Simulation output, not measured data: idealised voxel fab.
The following is a process module called voxel self aligned vias.
The cross-section shown here is cut; it is 210 nm wide and divided into square cells measuring 5 nm on a side.
A cross-section is written here as square cells arranged in a grid, and it is given in bands from the top down, each band taking up one or more rows of cells.
Top height, bottom height, nm. Materials left to right, width each, nm. Single material + "everywhere" = fills band edge to edge. "blank" = empty.
We count height from 0. Below that, the starting wafer is all one material. The lowest band never ends at the bottom but goes on down; see "from 0 down" for how that is written.
When a width is written as two numbers, as in "30..40", the first number is the width in the top row of cells of the band and the second is the width in its bottom row, and the width changes by the same amount from each row to the next.
Given "everything unchanged" for a step, no cell of the cross-section differs between before and after that step.
Listed in "Enclosed empty spaces": every empty space of 8 or more cells without an open way to the top. Form: width x height at distance, the distance being from the left edge, all in nm.
Read whatever lies past the settings on a step's line as the simulator's own remark about the step.
A step's line can hold "overlay nm"; with a mask on that step, the setting says how far right of the planned place the mask lay, while a negative setting says it lay to the left.
Read the rest as pairs. Take the cross-section before one process step, then the cross-section after it, which shows only down to the lowest band that changed. Under the pair, find the step between them and its settings. Bear in mind that pairs may come from different runs of this module on the same starting wafer: link a pair to the pair above it only where its entry headed "State before step" says to.

State before step
- from 50 to 40  SiN everywhere
- from 40 to 30  SiO2 (40), then SiN (20), then SiO2 (35), then SiN (20), then SiO2 (35), then SiN (20), then SiO2 (40)
- from 30 to 25  SiO2 (40), then TiN (20), then SiO2 (35), then TiN (20), then SiO2 (35), then TiN (20), then SiO2 (40)
- from 25 to 20  SiCN everywhere
- from 20 to 0  SiO2 everywhere
- from 0 down  Si everywhere
- Enclosed empty spaces: none

Post-Process Section
- from 40 to 30  SiO2 (40), then SiN (20), then SiO2 (35), then SiN (20), then SiO2 (35), then SiN (20), then SiO2 (40)
- Everything below 30 is unchanged.
- Enclosed empty spaces: none
Which operation links the two cross-sections above? CMP [height nm 40]

State before step: same picture as after in the pair right above, so we don't repeat it.

Post-Process Section
- from 60 to 40  SiO2 everywhere
- Everything below 40 is unchanged.
- Enclosed empty spaces: none
Which operation links the two cross-sections above? DIRECTIONAL_DEP [material SiO2] [thk nm 20]

State before step: same picture as after in the pair right above, so we don't repeat it.

Post-Process Section
- from 60 to 40  SiO2 (30), then blank (40), then SiO2 (70), then blank (40), then SiO2 (30)
- Everything below 40 is unchanged.
- Enclosed empty spaces: none
Which operation links the two cross-sections above? MASKED_ETCH [tone open] [mask id VIAS] [width nm 40] [pitch nm 110] [etch materials SiO2] [depth nm 20] [overlay nm 0]

State before step: same picture as after in the pair right above, so we don't repeat it.

Post-Process Section
- from 60 to 40  SiO2 (30), then blank (40), then SiO2 (70), then blank (40), then SiO2 (30)
- from 40 to 30  SiO2 (40), then blank (20), then SiO2 (35), then SiN (20), then SiO2 (35), then blank (20), then SiO2 (40)
- Everything below 30 is unchanged.
- Enclosed empty spaces: none
Which operation links the two cross-sections above? MASKED_ETCH [tone open] [mask id VIAS] [width nm 40] [pitch nm 110] [etch materials SiN] [depth nm 10] [overlay nm 0]

State before step: same picture as after in the pair right above, so we don't repeat it.

Post-Process Section
- from 65 to 60  TiN (35), then blank (30), then TiN (80), then blank (30), then TiN (35)
- from 60 to 45  SiO2 (30), then TiN (5), then blank (30), then TiN (5), then SiO2 (70), then TiN (5), then blank (30), then TiN (5), then SiO2 (30)
- from 45 to 40  SiO2 (30), then TiN (15), then blank (10), then TiN (15), then SiO2 (70), then TiN (15), then blank (10), then TiN (15), then SiO2 (30)
- from 40 to 35  SiO2 (40), then TiN (5), then blank (10), then TiN (5), then SiO2 (35), then SiN (20), then SiO2 (35), then TiN (5), then blank (10), then TiN (5), then SiO2 (40)
- from 35 to 30  SiO2 (40), then TiN (20), then SiO2 (35), then SiN (20), then SiO2 (35), then TiN (20), then SiO2 (40)
- Everything below 30 is unchanged.
- Enclosed empty spaces: none
Which operation links the two cross-sections above? CONFORMAL_DEP [material TiN] [thk nm 5]

State before step: same picture as after in the pair right above, so we don't repeat it.

Post-Process Section
- from 75 to 65  Cu everywhere
- from 65 to 60  TiN (35), then Cu (30), then TiN (80), then Cu (30), then TiN (35)
- from 60 to 45  SiO2 (30), then TiN (5), then Cu (30), then TiN (5), then SiO2 (70), then TiN (5), then Cu (30), then TiN (5), then SiO2 (30)
- from 45 to 40  SiO2 (30), then TiN (15), then Cu (10), then TiN (15), then SiO2 (70), then TiN (15), then Cu (10), then TiN (15), then SiO2 (30)
- from 40 to 35  SiO2 (40), then TiN (5), then Cu (10), then TiN (5), then SiO2 (35), then SiN (20), then SiO2 (35), then TiN (5), then Cu (10), then TiN (5), then SiO2 (40)
- Everything below 35 is unchanged.
- Enclosed empty spaces: none
Which operation links the two cross-sections above? FILL_DEP [material Cu] [thk nm 10]

State before step: same picture as after in the pair right above, so we don't repeat it.

Post-Process Section
- from 60 to 45  SiO2 (30), then TiN (5), then Cu (30), then TiN (5), then SiO2 (70), then TiN (5), then Cu (30), then TiN (5), then SiO2 (30)
- Everything below 45 is unchanged.
- Enclosed empty spaces: none
Which operation links the two cross-sections above? CMP [height nm 60]

State before step: same picture as after in the pair right above, so we don't repeat it.

Post-Process Section
- from 65 to 60  SiCN everywhere
- Everything below 60 is unchanged.
- Enclosed empty spaces: none
Which operation links the two cross-sections above? CONFORMAL_DEP [material SiCN] [thk nm 5]

State before step
- from 60 to 40  SiO2 everywhere
- from 40 to 30  SiO2 (40), then SiN (20), then SiO2 (35), then SiN (20), then SiO2 (35), then SiN (20), then SiO2 (40)
- from 30 to 25  SiO2 (40), then TiN (5), then Ru (10), then TiN (5), then SiO2 (35), then TiN (5), then Ru (10), then TiN (5), then SiO2 (35), then TiN (5), then Ru (10), then TiN (5), then SiO2 (40)
- from 25 to 20  SiO2 (40), then TiN (20), then SiO2 (35), then TiN (20), then SiO2 (35), then TiN (20), then SiO2 (40)
- from 20 to 15  SiCN everywhere
- from 15 to 0  SiO2 everywhere
- from 0 down  Si everywhere
- Enclosed empty spaces: none

Post-Process Section
- from 60 to 40  SiO2 (25), then blank (50), then SiO2 (60), then blank (50), then SiO2 (25)
- Everything below 40 is unchanged.
- Enclosed empty spaces: none
Which operation links the two cross-sections above? MASKED_ETCH [tone open] [mask id VIAS] [width nm 50] [pitch nm 110] [etch materials SiO2] [depth nm 20] [overlay nm 0]

State before step: same picture as after in the pair right above, so we don't repeat it.

Post-Process Section
- from 60 to 40  SiO2 (25), then blank (50), then SiO2 (60), then blank (50), then SiO2 (25)
- from 40 to 30  SiO2 (40), then blank (20), then SiO2 (35), then SiN (20), then SiO2 (35), then blank (20), then SiO2 (40)
- Everything below 30 is unchanged.
- Enclosed empty spaces: none
Which operation links the two cross-sections above? MASKED_ETCH [tone open] [mask id VIAS] [width nm 40] [pitch nm 110] [etch materials SiN] [depth nm 10] [overlay nm 0]

State before step: same picture as after in the pair right above, so we don't repeat it.

Post-Process Section
- from 65 to 60  TiN (30), then blank (40), then TiN (70), then blank (40), then TiN (30)
- from 60 to 45  SiO2 (25), then TiN (5), then blank (40), then TiN (5), then SiO2 (60), then TiN (5), then blank (40), then TiN (5), then SiO2 (25)
- from 45 to 40  SiO2 (25), then TiN (20), then blank (10), then TiN (20), then SiO2 (60), then TiN (20), then blank (10), then TiN (20), then SiO2 (25)
- from 40 to 35  SiO2 (40), then TiN (5), then blank (10), then TiN (5), then SiO2 (35), then SiN (20), then SiO2 (35), then TiN (5), then blank (10), then TiN (5), then SiO2 (40)
- from 35 to 30  SiO2 (40), then TiN (20), then SiO2 (35), then SiN (20), then SiO2 (35), then TiN (20), then SiO2 (40)
- Everything below 30 is unchanged.
- Enclosed empty spaces: none
Which operation links the two cross-sections above? CONFORMAL_DEP [material TiN] [thk nm 5]

State before step: same picture as after in the pair right above, so we don't repeat it.

Post-Process Section
- from 75 to 65  Cu everywhere
- from 65 to 60  TiN (30), then Cu (40), then TiN (70), then Cu (40), then TiN (30)
- from 60 to 45  SiO2 (25), then TiN (5), then Cu (40), then TiN (5), then SiO2 (60), then TiN (5), then Cu (40), then TiN (5), then SiO2 (25)
- from 45 to 40  SiO2 (25), then TiN (20), then Cu (10), then TiN (20), then SiO2 (60), then TiN (20), then Cu (10), then TiN (20), then SiO2 (25)
- from 40 to 35  SiO2 (40), then TiN (5), then Cu (10), then TiN (5), then SiO2 (35), then SiN (20), then SiO2 (35), then TiN (5), then Cu (10), then TiN (5), then SiO2 (40)
- Everything below 35 is unchanged.
- Enclosed empty spaces: none
Which operation links the two cross-sections above? FILL_DEP [material Cu] [thk nm 10]

State before step: same picture as after in the pair right above, so we don't repeat it.

Post-Process Section
- from 60 to 45  SiO2 (25), then TiN (5), then Cu (40), then TiN (5), then SiO2 (60), then TiN (5), then Cu (40), then TiN (5), then SiO2 (25)
- Everything below 45 is unchanged.
- Enclosed empty spaces: none
Which operation links the two cross-sections above? CMP [height nm 60]

State before step: same picture as after in the pair right above, so we don't repeat it.

Post-Process Section
- from 65 to 60  SiCN everywhere
- Everything below 60 is unchanged.
- Enclosed empty spaces: none
Which operation links the two cross-sections above? CONFORMAL_DEP [material SiCN] [thk nm 5]

State before step
- from 40 to 20  SiO2 everywhere
- from 20 to 15  SiCN everywhere
- from 15 to 0  SiO2 everywhere
- from 0 down  Si everywhere
- Enclosed empty spaces: none

Post-Process Section
- from 55 to 40  resist (30), then blank (20), then resist (35), then blank (20), then resist (35), then blank (20), then resist (50)
- Everything below 40 is unchanged.
- Enclosed empty spaces: none
Which operation links the two cross-sections above? PATTERN [tone open] [mask id LINES] [material resist] [width nm 20] [pitch nm 55] [thk nm 15] [overlay nm -10]

State before step: same picture as after in the pair right above, so we don't repeat it.

Post-Process Section
- from 55 to 40  resist (30), then blank (20), then resist (35), then blank (20), then resist (35), then blank (20), then resist (50)
- from 40 to 20  SiO2 (30), then blank (20), then SiO2 (35), then blank (20), then SiO2 (35), then blank (20), then SiO2 (50)
- Everything below 20 is unchanged.
- Enclosed empty spaces: none
Which operation links the two cross-sections above? DIRECTIONAL_ETCH [etch materials SiO2] [depth nm 20]

State before step: same picture as after in the pair right above, so we don't repeat it.

Post-Process Section
- from 40 to 20  SiO2 (30), then blank (20), then SiO2 (35), then blank (20), then SiO2 (35), then blank (20), then SiO2 (50)
- Everything below 20 is unchanged.
- Enclosed empty spaces: none
Which operation links the two cross-sections above? STRIP [etch materials resist]

State before step: same picture as after in the pair right above, so we don't repeat it.

Post-Process Section
- from 45 to 40  TiN (35), then blank (10), then TiN (45), then blank (10), then TiN (45), then blank (10), then TiN (55)
- from 40 to 25  SiO2 (30), then TiN (5), then blank (10), then TiN (5), then SiO2 (35), then TiN (5), then blank (10), then TiN (5), then SiO2 (35), then TiN (5), then blank (10), then TiN (5), then SiO2 (50)
- from 25 to 20  SiO2 (30), then TiN (20), then SiO2 (35), then TiN (20), then SiO2 (35), then TiN (20), then SiO2 (50)
- Everything below 20 is unchanged.
- Enclosed empty spaces: none
Which operation links the two cross-sections above? CONFORMAL_DEP [material TiN] [thk nm 5]

State before step: same picture as after in the pair right above, so we don't repeat it.

Post-Process Section
- from 50 to 45  Ru everywhere
- from 45 to 40  TiN (35), then Ru (10), then TiN (45), then Ru (10), then TiN (45), then Ru (10), then TiN (55)
- from 40 to 25  SiO2 (30), then TiN (5), then Ru (10), then TiN (5), then SiO2 (35), then TiN (5), then Ru (10), then TiN (5), then SiO2 (35), then TiN (5), then Ru (10), then TiN (5), then SiO2 (50)
- Everything below 25 is unchanged.
- Enclosed empty spaces: none
Which operation links the two cross-sections above? FILL_DEP [material Ru] [thk nm 5]

State before step: same picture as after in the pair right above, so we don't repeat it.

Post-Process Section
- from 40 to 25  SiO2 (30), then TiN (5), then Ru (10), then TiN (5), then SiO2 (35), then TiN (5), then Ru (10), then TiN (5), then SiO2 (35), then TiN (5), then Ru (10), then TiN (5), then SiO2 (50)
- Everything below 25 is unchanged.
- Enclosed empty spaces: none
Which operation links the two cross-sections above? CMP [height nm 40]

State before step: same picture as after in the pair right above, so we don't repeat it.

Post-Process Section
- from 40 to 30  SiO2 (30), then blank (20), then SiO2 (35), then blank (20), then SiO2 (35), then blank (20), then SiO2 (50)
- Everything below 30 is unchanged.
- Enclosed empty spaces: none
Which operation links the two cross-sections above? SELECTIVE_ETCH [etch materials W Ru TiN] [depth nm 10]

State before step: same picture as after in the pair right above, so we don't repeat it.

Post-Process Section
- from 50 to 40  SiN everywhere
- from 40 to 30  SiO2 (30), then SiN (20), then SiO2 (35), then SiN (20), then SiO2 (35), then SiN (20), then SiO2 (50)
- Everything below 30 is unchanged.
- Enclosed empty spaces: none
Which operation links the two cross-sections above? FILL_DEP [material SiN] [thk nm 10]

State before step: same picture as after in the pair right above, so we don't repeat it.

Post-Process Section
- from 40 to 30  SiO2 (30), then SiN (20), then SiO2 (35), then SiN (20), then SiO2 (35), then SiN (20), then SiO2 (50)
- Everything below 30 is unchanged.
- Enclosed empty spaces: none
Which operation links the two cross-sections above? CMP [height nm 40]

State before step: same picture as after in the pair right above, so we don't repeat it.

Post-Process Section
- from 60 to 40  SiO2 everywhere
- Everything below 40 is unchanged.
- Enclosed empty spaces: none
Which operation links the two cross-sections above? DIRECTIONAL_DEP [material SiO2] [thk nm 20]

State before step: same picture as after in the pair right above, so we don't repeat it.

Post-Process Section
- from 60 to 40  SiO2 (30), then blank (40), then SiO2 (70), then blank (40), then SiO2 (30)
- Everything below 40 is unchanged.
- Enclosed empty spaces: none
Which operation links the two cross-sections above? MASKED_ETCH [tone open] [mask id VIAS] [width nm 40] [pitch nm 110] [etch materials SiO2] [depth nm 20] [overlay nm 0]

State before step: same picture as after in the pair right above, so we don't repeat it.

Post-Process Section
- from 60 to 40  SiO2 (30), then blank (40), then SiO2 (70), then blank (40), then SiO2 (30)
- from 40 to 30  SiO2 (30), then blank (20), then SiO2 (35), then SiN (20), then SiO2 (35), then blank (20), then SiO2 (50)
- Everything below 30 is unchanged.
- Enclosed empty spaces: none
Which operation links the two cross-sections above? MASKED_ETCH [tone open] [mask id VIAS] [width nm 40] [pitch nm 110] [etch materials SiN] [depth nm 10] [overlay nm 0]

State before step: same picture as after in the pair right above, so we don't repeat it.

Post-Process Section
- from 65 to 60  TiN (35), then blank (30), then TiN (80), then blank (30), then TiN (35)
- from 60 to 45  SiO2 (30), then TiN (5), then blank (30), then TiN (5), then SiO2 (70), then TiN (5), then blank (30), then TiN (5), then SiO2 (30)
- from 45 to 40  SiO2 (30), then TiN (5), then blank (10), then TiN (25), then SiO2 (70), then TiN (5), then blank (10), then TiN (25), then SiO2 (30)
- from 40 to 35  SiO2 (30), then TiN (5), then blank (10), then TiN (5), then SiO2 (35), then SiN (20), then SiO2 (35), then TiN (5), then blank (10), then TiN (5), then SiO2 (50)
- from 35 to 30  SiO2 (30), then TiN (20), then SiO2 (35), then SiN (20), then SiO2 (35), then TiN (20), then SiO2 (50)
- Everything below 30 is unchanged.
- Enclosed empty spaces: none
Which operation links the two cross-sections above? CONFORMAL_DEP [material TiN] [thk nm 5]

State before step: same picture as after in the pair right above, so we don't repeat it.

Post-Process Section
- from 75 to 65  Cu everywhere
- from 65 to 60  TiN (35), then Cu (30), then TiN (80), then Cu (30), then TiN (35)
- from 60 to 45  SiO2 (30), then TiN (5), then Cu (30), then TiN (5), then SiO2 (70), then TiN (5), then Cu (30), then TiN (5), then SiO2 (30)
- from 45 to 40  SiO2 (30), then TiN (5), then Cu (10), then TiN (25), then SiO2 (70), then TiN (5), then Cu (10), then TiN (25), then SiO2 (30)
- from 40 to 35  SiO2 (30), then TiN (5), then Cu (10), then TiN (5), then SiO2 (35), then SiN (20), then SiO2 (35), then TiN (5), then Cu (10), then TiN (5), then SiO2 (50)
- Everything below 35 is unchanged.
- Enclosed empty spaces: none
Which operation links the two cross-sections above? FILL_DEP [material Cu] [thk nm 10]

State before step: same picture as after in the pair right above, so we don't repeat it.

Post-Process Section
- from 60 to 45  SiO2 (30), then TiN (5), then Cu (30), then TiN (5), then SiO2 (70), then TiN (5), then Cu (30), then TiN (5), then SiO2 (30)
- Everything below 45 is unchanged.
- Enclosed empty spaces: none
Which operation links the two cross-sections above? CMP [height nm 60]

State before step: same picture as after in the pair right above, so we don't repeat it.

Post-Process Section
- from 65 to 60  SiCN everywhere
- Everything below 60 is unchanged.
- Enclosed empty spaces: none
Which operation links the two cross-sections above? CONFORMAL_DEP [material SiCN] [thk nm 5]

State before step
- from 45 to 40  TiN (45), then blank (10), then TiN (45), then blank (10), then TiN (45), then blank (10), then TiN (45)
- from 40 to 25  SiO2 (40), then TiN (5), then blank (10), then TiN (5), then SiO2 (35), then TiN (5), then blank (10), then TiN (5), then SiO2 (35), then TiN (5), then blank (10), then TiN (5), then SiO2 (40)
- from 25 to 20  SiO2 (40), then TiN (20), then SiO2 (35), then TiN (20), then SiO2 (35), then TiN (20), then SiO2 (40)
- from 20 to 15  SiCN everywhere
- from 15 to 0  SiO2 everywhere
- from 0 down  Si everywhere
- Enclosed empty spaces: none

Post-Process Section
- from 50 to 45  SiN everywhere
- from 45 to 40  TiN (45), then SiN (10), then TiN (45), then SiN (10), then TiN (45), then SiN (10), then TiN (45)
- from 40 to 25  SiO2 (40), then TiN (5), then SiN (10), then TiN (5), then SiO2 (35), then TiN (5), then SiN (10), then TiN (5), then SiO2 (35), then TiN (5), then SiN (10), then TiN (5), then SiO2 (40)
- Everything below 25 is unchanged.
- Enclosed empty spaces: none
Which operation links the two cross-sections above? FILL_DEP [material SiN] [thk nm 5]

State before step: same picture as after in the pair right above, so we don't repeat it.

Post-Process Section
- from 40 to 25  SiO2 (40), then TiN (5), then SiN (10), then TiN (5), then SiO2 (35), then TiN (5), then SiN (10), then TiN (5), then SiO2 (35), then TiN (5), then SiN (10), then TiN (5), then SiO2 (40)
- Everything below 25 is unchanged.
- Enclosed empty spaces: none
Which operation links the two cross-sections above? CMP [height nm 40]

State before step: same picture as after in the pair right above, so we don't repeat it.

Post-Process Section
- from 40 to 30  SiO2 (40), then blank (5), then SiN (10), then blank (5), then SiO2 (35), then blank (5), then SiN (10), then blank (5), then SiO2 (35), then blank (5), then SiN (10), then blank (5), then SiO2 (40)
- Everything below 30 is unchanged.
- Enclosed empty spaces: none
Which operation links the two cross-sections above? SELECTIVE_ETCH [etch materials W Ru TiN] [depth nm 10]

State before step: same picture as after in the pair right above, so we don't repeat it.

Post-Process Section
- from 50 to 40  SiN everywhere
- from 40 to 30  SiO2 (40), then SiN (20), then SiO2 (35), then SiN (20), then SiO2 (35), then SiN (20), then SiO2 (40)
- Everything below 30 is unchanged.
- Enclosed empty spaces: none
Which operation links the two cross-sections above? FILL_DEP [material SiN] [thk nm 10]

State before step: same picture as after in the pair right above, so we don't repeat it.

Post-Process Section
- from 40 to 30  SiO2 (40), then SiN (20), then SiO2 (35), then SiN (20), then SiO2 (35), then SiN (20), then SiO2 (40)
- Everything below 30 is unchanged.
- Enclosed empty spaces: none
Which operation links the two cross-sections above? CMP [height nm 40]

State before step: same picture as after in the pair right above, so we don't repeat it.

Post-Process Section
- from 60 to 40  SiO2 everywhere
- Everything below 40 is unchanged.
- Enclosed empty spaces: none
Which operation links the two cross-sections above? DIRECTIONAL_DEP [material SiO2] [thk nm 20]

State before step: same picture as after in the pair right above, so we don't repeat it.

Post-Process Section
- from 60 to 40  SiO2 (30), then blank (40), then SiO2 (70), then blank (40), then SiO2 (30)
- Everything below 40 is unchanged.
- Enclosed empty spaces: none
Which operation links the two cross-sections above? MASKED_ETCH [tone open] [mask id VIAS] [width nm 40] [pitch nm 110] [etch materials SiO2] [depth nm 20] [overlay nm 0]

State before step: same picture as after in the pair right above, so we don't repeat it.

Post-Process Section
- from 60 to 40  SiO2 (30), then blank (40), then SiO2 (70), then blank (40), then SiO2 (30)
- from 40 to 30  SiO2 (40), then blank (20), then SiO2 (35), then SiN (20), then SiO2 (35), then blank (20), then SiO2 (40)
- Everything below 30 is unchanged.
- Enclosed empty spaces: none
Which operation links the two cross-sections above? MASKED_ETCH [tone open] [mask id VIAS] [width nm 40] [pitch nm 110] [etch materials SiN] [depth nm 10] [overlay nm 0]

State before step: same picture as after in the pair right above, so we don't repeat it.

Post-Process Section
- from 65 to 60  TiN (35), then blank (30), then TiN (80), then blank (30), then TiN (35)
- from 60 to 45  SiO2 (30), then TiN (5), then blank (30), then TiN (5), then SiO2 (70), then TiN (5), then blank (30), then TiN (5), then SiO2 (30)
- from 45 to 40  SiO2 (30), then TiN (15), then blank (10), then TiN (15), then SiO2 (70), then TiN (15), then blank (10), then TiN (15), then SiO2 (30)
- from 40 to 35  SiO2 (40), then TiN (5), then blank (10), then TiN (5), then SiO2 (35), then SiN (20), then SiO2 (35), then TiN (5), then blank (10), then TiN (5), then SiO2 (40)
- from 35 to 30  SiO2 (40), then TiN (20), then SiO2 (35), then SiN (20), then SiO2 (35), then TiN (20), then SiO2 (40)
- Everything below 30 is unchanged.
- Enclosed empty spaces: none
Which operation links the two cross-sections above? CONFORMAL_DEP [material TiN] [thk nm 5]

State before step: same picture as after in the pair right above, so we don't repeat it.

Post-Process Section
- from 75 to 65  Cu everywhere
- from 65 to 60  TiN (35), then Cu (30), then TiN (80), then Cu (30), then TiN (35)
- from 60 to 45  SiO2 (30), then TiN (5), then Cu (30), then TiN (5), then SiO2 (70), then TiN (5), then Cu (30), then TiN (5), then SiO2 (30)
- from 45 to 40  SiO2 (30), then TiN (15), then Cu (10), then TiN (15), then SiO2 (70), then TiN (15), then Cu (10), then TiN (15), then SiO2 (30)
- from 40 to 35  SiO2 (40), then TiN (5), then Cu (10), then TiN (5), then SiO2 (35), then SiN (20), then SiO2 (35), then TiN (5), then Cu (10), then TiN (5), then SiO2 (40)
- Everything below 35 is unchanged.
- Enclosed empty spaces: none
Which operation links the two cross-sections above? FILL_DEP [material Cu] [thk nm 10]

State before step: same picture as after in the pair right above, so we don't repeat it.

Post-Process Section
- from 60 to 45  SiO2 (30), then TiN (5), then Cu (30), then TiN (5), then SiO2 (70), then TiN (5), then Cu (30), then TiN (5), then SiO2 (30)
- Everything below 45 is unchanged.
- Enclosed empty spaces: none
Which operation links the two cross-sections above? CMP [height nm 60]

State before step: same picture as after in the pair right above, so we don't repeat it.

Post-Process Section
- from 65 to 60  SiCN everywhere
- Everything below 60 is unchanged.
- Enclosed empty spaces: none
Which operation links the two cross-sections above? CONFORMAL_DEP [material SiCN] [thk nm 5]

State before step
- from 60 to 40  SiO2 everywhere
- from 40 to 30  SiO2 (40), then SiN (20), then SiO2 (35), then SiN (20), then SiO2 (35), then SiN (20), then SiO2 (40)
- from 30 to 25  SiO2 (40), then TiN (5), then Ru (10), then TiN (5), then SiO2 (35), then TiN (5), then Ru (10), then TiN (5), then SiO2 (35), then TiN (5), then Ru (10), then TiN (5), then SiO2 (40)
- from 25 to 20  SiO2 (40), then TiN (20), then SiO2 (35), then TiN (20), then SiO2 (35), then TiN (20), then SiO2 (40)
- from 20 to 15  SiCN everywhere
- from 15 to 0  SiO2 everywhere
- from 0 down  Si everywhere
- Enclosed empty spaces: none

Post-Process Section
- from 60 to 40  blank (30), then SiO2 (40), then blank (70), then SiO2 (40), then blank (30)
- Everything below 40 is unchanged.
- Enclosed empty spaces: none
Which operation links the two cross-sections above? MASKED_ETCH [tone cover] [mask id VIAS] [width nm 40] [pitch nm 110] [etch materials SiO2] [depth nm 20] [overlay nm 0]

State before step: same picture as after in the pair right above, so we don't repeat it.

Post-Process Section
- from 65 to 60  blank (25), then TiN (50), then blank (60), then TiN (50), then blank (25)
- from 60 to 45  blank (25), then TiN (5), then SiO2 (40), then TiN (5), then blank (60), then TiN (5), then SiO2 (40), then TiN (5), then blank (25)
- from 45 to 40  TiN (30), then SiO2 (40), then TiN (70), then SiO2 (40), then TiN (30)
- Everything below 40 is unchanged.
- Enclosed empty spaces: none
Which operation links the two cross-sections above? CONFORMAL_DEP [material TiN] [thk nm 5]

State before step: same picture as after in the pair right above, so we don't repeat it.

Post-Process Section
- from 75 to 65  Cu everywhere
- from 65 to 60  Cu (25), then TiN (50), then Cu (60), then TiN (50), then Cu (25)
- from 60 to 45  Cu (25), then TiN (5), then SiO2 (40), then TiN (5), then Cu (60), then TiN (5), then SiO2 (40), then TiN (5), then Cu (25)
- Everything below 45 is unchanged.
- Enclosed empty spaces: none
Which operation links the two cross-sections above? FILL_DEP [material Cu] [thk nm 10]

State before step: same picture as after in the pair right above, so we don't repeat it.

Post-Process Section
- from 60 to 45  Cu (25), then TiN (5), then SiO2 (40), then TiN (5), then Cu (60), then TiN (5), then SiO2 (40), then TiN (5), then Cu (25)
- Everything below 45 is unchanged.
- Enclosed empty spaces: none
Which operation links the two cross-sections above? CMP [height nm 60]

State before step: same picture as after in the pair right above, so we don't repeat it.

Post-Process Section
- from 65 to 60  SiCN everywhere
- Everything below 60 is unchanged.
- Enclosed empty spaces: none
Which operation links the two cross-sections above? CONFORMAL_DEP [material SiCN] [thk nm 5]
